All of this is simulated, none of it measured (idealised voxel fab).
The document below concerns the process module designated voxel ribs on slabs.
Pictured: cross-section cut, 200 nm wide, on a grid of 5 nm square cells.
Think of the cross-section as a grid of square cells. We describe it in bands, top to bottom, and each band covers one or more rows of those cells. It is stipulated that each band's entry specify, in nanometres, the height of the top of the band and then that of its bottom, followed by the materials of the band in left-to-right sequence, each together with its width in nanometres. A single material marked by the word "all across" is understood to fill the band from edge to edge; the word "empty" is understood to denote empty space. Height reference: 0 = level under which incoming wafer is all one material. Lowest band: no bottom, runs on downward, e.g. "0 -> down". Width "30->40": first value at the band's top row of cells, second value at its bottom row, equal change from row to row. Where the words "no alterations made" appear for a step, the cross-section shows no cell changed by that step; every cell remained as before. The label "Sealed cavities" introduces a list of the empty spaces, 8 cells or larger, that have no open way up to the top; each entry in it reads width x height at distance, where the distance is taken from the left edge and all three are stated in nm. Formally, on a step line, whatever follows the settings is a remark that the simulator itself makes on the step. overlay nm: right-of-plan distance of the mask on a masked step; negative values mean left-of-plan.

# List of planned process steps
1. op RECEIVE | material Si
2. op DIRECTIONAL_DEP | material SiO2 | thk nm 25
3. op DIRECTIONAL_DEP | material SiN | thk nm 20
4. op DIRECTIONAL_DEP | material aC | thk nm 10
5. op PATTERN | tone cover | mask id RIB | material resist | width nm 20 | thk nm 30 | overlay nm 0
6. op DIRECTIONAL_ETCH | etch materials aC | depth nm 10
7. op STRIP | etch materials resist
8. op DIRECTIONAL_ETCH | etch materials SiN | depth nm 10
9. op STRIP | etch materials aC
10. op PATTERN | tone cover | mask id SLAB | material resist | width nm 80 | thk nm 15 | overlay nm 0
11. op DIRECTIONAL_ETCH | etch materials SiN | depth nm 10
12. op STRIP | etch materials resist
13. op FILL_DEP | material SiO2 | thk nm 25
14. op CMP | height nm 65
15. op DIRECTIONAL_DEP | material W | thk nm 10
16. op PATTERN | tone cover | mask id HEATER | material resist | width nm 30 | thk nm 20 | overlay nm 0
17. op DIRECTIONAL_ETCH | etch materials W | depth nm 10
18. op STRIP | etch materials resist
19. op CONFORMAL_DEP | material SiN | thk nm 5

# Cross-section of the wafer upon arrival, representing the state reached after step 1
  0 -> down  Si all across
  Sealed cavities: none

# Cross-section, first of two wafers, end of module, run as planned
  80 -> 75  80 nm empty; 40 nm SiN; 80 nm empty
  75 -> 70  80 nm empty; 5 nm SiN; 30 nm W; 5 nm SiN; 80 nm empty
  70 -> 65  85 nm SiN; 30 nm W; 85 nm SiN
  65 -> 45  SiO2 all across
  45 -> 35  90 nm SiO2; 20 nm SiN; 90 nm SiO2
  35 -> 25  60 nm SiO2; 80 nm SiN; 60 nm SiO2
  25 -> 0  SiO2 all across
  0 -> down  Si all across
  Sealed cavities: none

# Cross-section of the latter of the two wafers at module completion. It had an identical start and an identical plan to the former; in running it, one mistake was made
  80 -> 65  SiN all across
  65 -> 45  SiO2 all across
  45 -> 35  90 nm SiO2; 20 nm SiN; 90 nm SiO2
  35 -> 25  60 nm SiO2; 80 nm SiN; 60 nm SiO2
  25 -> 0  SiO2 all across
  0 -> down  Si all across
  Sealed cavities: none
Run error: contrary to plan, step 15 was performed as op DIRECTIONAL_DEP | material SiN | thk nm 10
Per the end-of-run cell counts, the second wafer holds more or fewer of some materials than the first: 76 more of SiN | 12 fewer of W
